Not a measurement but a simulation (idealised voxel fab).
A process module follows: voxel capacitor over wiring.
Shown is cross-section cut, with a width of 275 nm and square cells of size 5 nm.
Cross-sections here: square-cell grids, written as top-down lists of bands, a band being one or more rows of cells. Band: top height; bottom height; in nm. Then, left to right: material with width in nm, for each material. "all across": a single material spanning edge to edge. "air": empty space. It should be noted that heights are counted from 0, beneath which the wafer as supplied is of one material throughout, and that the lowest band possesses no lower boundary but continues downward, as written in "0..down". Think of "30->40" as a width that walks from the first number to the second as you go down the band, top row to bottom row, taking equal-sized steps from row to row. A step reported as "no modification" is a step in which no cell of the cross-section changed. "Tabulated closed voids": empty spaces of 8 cells or more with no open way to the top, each given as width x height at distance, distance from the left edge, all in nm. What comes after the settings on a step's line is commentary from the simulator itself on that step. The setting "overlay nm" may be written on the line of a step. When the step uses a mask, the value reports how far to the right of the planned place the mask lay, and a negative value reports that it lay to the left.
The process steps that were planned are listed below:
1. RECEIVE (material Si)
2. CONFORMAL_DEP (material SiO2; thk nm 15)
3. DIRECTIONAL_DEP (material TiN; thk nm 5)
4. DIRECTIONAL_DEP (material Ru; thk nm 20)
5. MASKED_ETCH (tone cover; mask id METAL_1; width nm 20; pitch nm 90; etch materials Ru; depth nm 20; overlay nm 0)
6. MASKED_ETCH (tone cover; mask id METAL_1; width nm 20; pitch nm 90; etch materials TiN; depth nm 5; overlay nm 0)
7. FILL_DEP (material SiO2; thk nm 5)
8. CMP (height nm 40)
9. CONFORMAL_DEP (material SiCN; thk nm 5)
10. DIRECTIONAL_DEP (material lowk; thk nm 20)
11. PATTERN (tone open; mask id PLUG_1; material resist; width nm 15; thk nm 20; overlay nm 0)
12. DIRECTIONAL_ETCH (etch materials lowk; depth nm 20)
13. DIRECTIONAL_ETCH (etch materials SiCN; depth nm 5)
14. STRIP (etch materials resist)
15. CONFORMAL_DEP (material TiN; thk nm 5)
16. FILL_DEP (material Cu; thk nm 10)
17. CMP (height nm 65)
18. DIRECTIONAL_DEP (material TiN; thk nm 10)
19. DIRECTIONAL_DEP (material SiN; thk nm 5)
20. DIRECTIONAL_DEP (material TiN; thk nm 5)
21. MASKED_ETCH (tone cover; mask id UPPER_PLATE; width nm 75; etch materials TiN; depth nm 5; overlay nm 0)
22. MASKED_ETCH (tone cover; mask id UPPER_PLATE; width nm 75; etch materials SiN; depth nm 5; overlay nm 0)
23. MASKED_ETCH (tone cover; mask id LOWER_PLATE; width nm 85; etch materials TiN; depth nm 10; overlay nm 0)
24. FILL_DEP (material SiO2; thk nm 15)
25. CMP (height nm 95)
26. PATTERN (tone open; mask id PLUG_2; material resist; width nm 15; thk nm 20; overlay nm 0)
27. DIRECTIONAL_ETCH (etch materials SiO2; depth nm 10)
28. STRIP (etch materials resist)
29. CONFORMAL_DEP (material TiN; thk nm 5)
30. FILL_DEP (material W; thk nm 5)
31. CMP (height nm 95)
32. CONFORMAL_DEP (material SiCN; thk nm 5)
The first of two wafers, run as planned:
Cross-section of the wafer as it came to us, i.e., already through step 1:
  0..down | Si all across
  Tabulated closed voids: none
Cross-section through the wafer, step 2 finished:
  15..0 | SiO2 all across
  Unchanged below 0.
Cross-section through the wafer, step 3 finished:
  20..15 | TiN all across
  Unchanged below 15.
Cross-section through the wafer, step 4 finished:
  40..20 | Ru all across
  Unchanged below 20.
Cross-section through the wafer, step 5 finished:
  40..20 | 80 air / 20 Ru / 70 air / 20 Ru / 85 air
  Unchanged below 20.
Cross-section through the wafer, step 6 finished:
  40..20 | 80 air / 20 Ru / 70 air / 20 Ru / 85 air
  20..15 | 80 air / 20 TiN / 70 air / 20 TiN / 85 air
  Unchanged below 15.
Cross-section through the wafer, step 7 finished:
  45..40 | SiO2 all across
  40..20 | 80 SiO2 / 20 Ru / 70 SiO2 / 20 Ru / 85 SiO2
  20..15 | 80 SiO2 / 20 TiN / 70 SiO2 / 20 TiN / 85 SiO2
  Unchanged below 15.
Cross-section through the wafer, step 8 finished:
  40..20 | 80 SiO2 / 20 Ru / 70 SiO2 / 20 Ru / 85 SiO2
  Unchanged below 20.
Cross-section through the wafer, step 9 finished:
  45..40 | SiCN all across
  Unchanged below 40.
Cross-section through the wafer, step 10 finished:
  65..45 | lowk all across
  Unchanged below 45.
Cross-section through the wafer, step 11 finished:
  85..65 | 85 resist / 15 air / 175 resist
  Unchanged below 65.
Cross-section through the wafer, step 12 finished:
  85..65 | 85 resist / 15 air / 175 resist
  65..45 | 85 lowk / 15 air / 175 lowk
  Unchanged below 45.
Cross-section through the wafer, step 13 finished:
  85..65 | 85 resist / 15 air / 175 resist
  65..45 | 85 lowk / 15 air / 175 lowk
  45..40 | 85 SiCN / 15 air / 175 SiCN
  Unchanged below 40.
Cross-section through the wafer, step 14 finished:
  65..45 | 85 lowk / 15 air / 175 lowk
  Unchanged below 45.
Cross-section through the wafer, step 15 finished:
  70..65 | 90 TiN / 5 air / 180 TiN
  65..45 | 85 lowk / 5 TiN / 5 air / 5 TiN / 175 lowk
  45..40 | 85 SiCN / 15 TiN / 175 SiCN
  Unchanged below 40.
Cross-section through the wafer, step 16 finished:
  80..70 | Cu all across
  70..65 | 90 TiN / 5 Cu / 180 TiN
  65..45 | 85 lowk / 5 TiN / 5 Cu / 5 TiN / 175 lowk
  Unchanged below 45.
Cross-section through the wafer, step 17 finished:
  65..45 | 85 lowk / 5 TiN / 5 Cu / 5 TiN / 175 lowk
  Unchanged below 45.
Cross-section through the wafer, step 18 finished:
  75..65 | TiN all across
  Unchanged below 65.
Cross-section through the wafer, step 19 finished:
  80..75 | SiN all across
  Unchanged below 75.
Cross-section through the wafer, step 20 finished:
  85..80 | TiN all across
  Unchanged below 80.
Cross-section through the wafer, step 21 finished:
  85..80 | 85 air / 75 TiN / 115 air
  Unchanged below 80.
Cross-section through the wafer, step 22 finished:
  85..80 | 85 air / 75 TiN / 115 air
  80..75 | 85 air / 75 SiN / 115 air
  Unchanged below 75.
Cross-section through the wafer, step 23 finished:
  85..80 | 85 air / 75 TiN / 115 air
  80..75 | 85 air / 75 SiN / 115 air
  75..65 | 80 air / 85 TiN / 110 air
  Unchanged below 65.
Cross-section through the wafer, step 24 finished:
  100..85 | SiO2 all across
  85..80 | 85 SiO2 / 75 TiN / 115 SiO2
  80..75 | 85 SiO2 / 75 SiN / 115 SiO2
  75..65 | 80 SiO2 / 85 TiN / 110 SiO2
  Unchanged below 65.
Cross-section through the wafer, step 25 finished:
  95..85 | SiO2 all across
  Unchanged below 85.
Cross-section through the wafer, step 26 finished:
  115..95 | 95 resist / 15 air / 165 resist
  Unchanged below 95.
Cross-section through the wafer, step 27 finished:
  115..95 | 95 resist / 15 air / 165 resist
  95..85 | 95 SiO2 / 15 air / 165 SiO2
  Unchanged below 85.
Cross-section through the wafer, step 28 finished:
  95..85 | 95 SiO2 / 15 air / 165 SiO2
  Unchanged below 85.
Cross-section through the wafer, step 29 finished:
  100..95 | 100 TiN / 5 air / 170 TiN
  95..90 | 95 SiO2 / 5 TiN / 5 air / 5 TiN / 165 SiO2
  90..80 | 95->85 SiO2 / 15->75 TiN / 165->115 SiO2
  Unchanged below 80.
Cross-section through the wafer, step 30 finished:
  105..100 | W all across
  100..95 | 100 TiN / 5 W / 170 TiN
  95..90 | 95 SiO2 / 5 TiN / 5 W / 5 TiN / 165 SiO2
  Unchanged below 90.
Cross-section through the wafer, step 31 finished:
  95..90 | 95 SiO2 / 5 TiN / 5 W / 5 TiN / 165 SiO2
  Unchanged below 90.
Cross-section through the wafer, step 32 finished:
  100..95 | SiCN all across
  Unchanged below 95.
For the second wafer, take the first wafer's start and plan, then add one mistake made in running it; everything through step 8, that step included, is shared with the first:
Second wafer profile in section, at the moment step 9 of the plan was meant to be complete:
  45..40 | W all across
  Unchanged below 40.
Second wafer profile in section, at the moment step 10 of the plan was meant to be complete:
  65..45 | lowk all across
  Unchanged below 45.
Second wafer profile in section, at the moment step 11 of the plan was meant to be complete:
  85..65 | 85 resist / 15 air / 175 resist
  Unchanged below 65.
Second wafer profile in section, at the moment step 12 of the plan was meant to be complete:
  85..65 | 85 resist / 15 air / 175 resist
  65..45 | 85 lowk / 15 air / 175 lowk
  Unchanged below 45.
Second wafer profile in section, at the moment step 13 of the plan was meant to be complete: no modification
Second wafer profile in section, at the moment step 14 of the plan was meant to be complete:
  65..45 | 85 lowk / 15 air / 175 lowk
  Unchanged below 45.
Second wafer profile in section, at the moment step 15 of the plan was meant to be complete:
  70..65 | 90 TiN / 5 air / 180 TiN
  65..50 | 85 lowk / 5 TiN / 5 air / 5 TiN / 175 lowk
  50..45 | 85 lowk / 15 TiN / 175 lowk
  Unchanged below 45.
Second wafer profile in section, at the moment step 16 of the plan was meant to be complete:
  80..70 | Cu all across
  70..65 | 90 TiN / 5 Cu / 180 TiN
  65..50 | 85 lowk / 5 TiN / 5 Cu / 5 TiN / 175 lowk
  Unchanged below 50.
Second wafer profile in section, at the moment step 17 of the plan was meant to be complete:
  65..50 | 85 lowk / 5 TiN / 5 Cu / 5 TiN / 175 lowk
  Unchanged below 50.
Second wafer profile in section, at the moment step 18 of the plan was meant to be complete:
  75..65 | TiN all across
  Unchanged below 65.
Second wafer profile in section, at the moment step 19 of the plan was meant to be complete:
  80..75 | SiN all across
  Unchanged below 75.
Second wafer profile in section, at the moment step 20 of the plan was meant to be complete:
  85..80 | TiN all across
  Unchanged below 80.
Second wafer profile in section, at the moment step 21 of the plan was meant to be complete:
  85..80 | 85 air / 75 TiN / 115 air
  Unchanged below 80.
Second wafer profile in section, at the moment step 22 of the plan was meant to be complete:
  85..80 | 85 air / 75 TiN / 115 air
  80..75 | 85 air / 75 SiN / 115 air
  Unchanged below 75.
Second wafer profile in section, at the moment step 23 of the plan was meant to be complete:
  85..80 | 85 air / 75 TiN / 115 air
  80..75 | 85 air / 75 SiN / 115 air
  75..65 | 80 air / 85 TiN / 110 air
  Unchanged below 65.
Second wafer profile in section, at the moment step 24 of the plan was meant to be complete:
  100..85 | SiO2 all across
  85..80 | 85 SiO2 / 75 TiN / 115 SiO2
  80..75 | 85 SiO2 / 75 SiN / 115 SiO2
  75..65 | 80 SiO2 / 85 TiN / 110 SiO2
  Unchanged below 65.
Second wafer profile in section, at the moment step 25 of the plan was meant to be complete:
  95..85 | SiO2 all across
  Unchanged below 85.
Second wafer profile in section, at the moment step 26 of the plan was meant to be complete:
  115..95 | 95 resist / 15 air / 165 resist
  Unchanged below 95.
Second wafer profile in section, at the moment step 27 of the plan was meant to be complete:
  115..95 | 95 resist / 15 air / 165 resist
  95..85 | 95 SiO2 / 15 air / 165 SiO2
  Unchanged below 85.
Second wafer profile in section, at the moment step 28 of the plan was meant to be complete:
  95..85 | 95 SiO2 / 15 air / 165 SiO2
  Unchanged below 85.
Second wafer profile in section, at the moment step 29 of the plan was meant to be complete:
  100..95 | 100 TiN / 5 air / 170 TiN
  95..90 | 95 SiO2 / 5 TiN / 5 air / 5 TiN / 165 SiO2
  90..80 | 95->85 SiO2 / 15->75 TiN / 165->115 SiO2
  Unchanged below 80.
Second wafer profile in section, at the moment step 30 of the plan was meant to be complete:
  105..100 | W all across
  100..95 | 100 TiN / 5 W / 170 TiN
  95..90 | 95 SiO2 / 5 TiN / 5 W / 5 TiN / 165 SiO2
  Unchanged below 90.
Second wafer profile in section, at the moment step 31 of the plan was meant to be complete:
  95..90 | 95 SiO2 / 5 TiN / 5 W / 5 TiN / 165 SiO2
  Unchanged below 90.
Second wafer profile in section, at the moment step 32 of the plan was meant to be complete:
  100..95 | SiCN all across
  Unchanged below 95.
It is concluded that the wafer was processed incorrectly with respect to the plan, in that step 9 was not run as planned; what actually ran was CONFORMAL_DEP (material W; thk nm 5)
In the final state, the cell counts of the second wafer exceed or fall short of those of the first for the following materials: Cu -1; SiCN -52; TiN -2; W +55
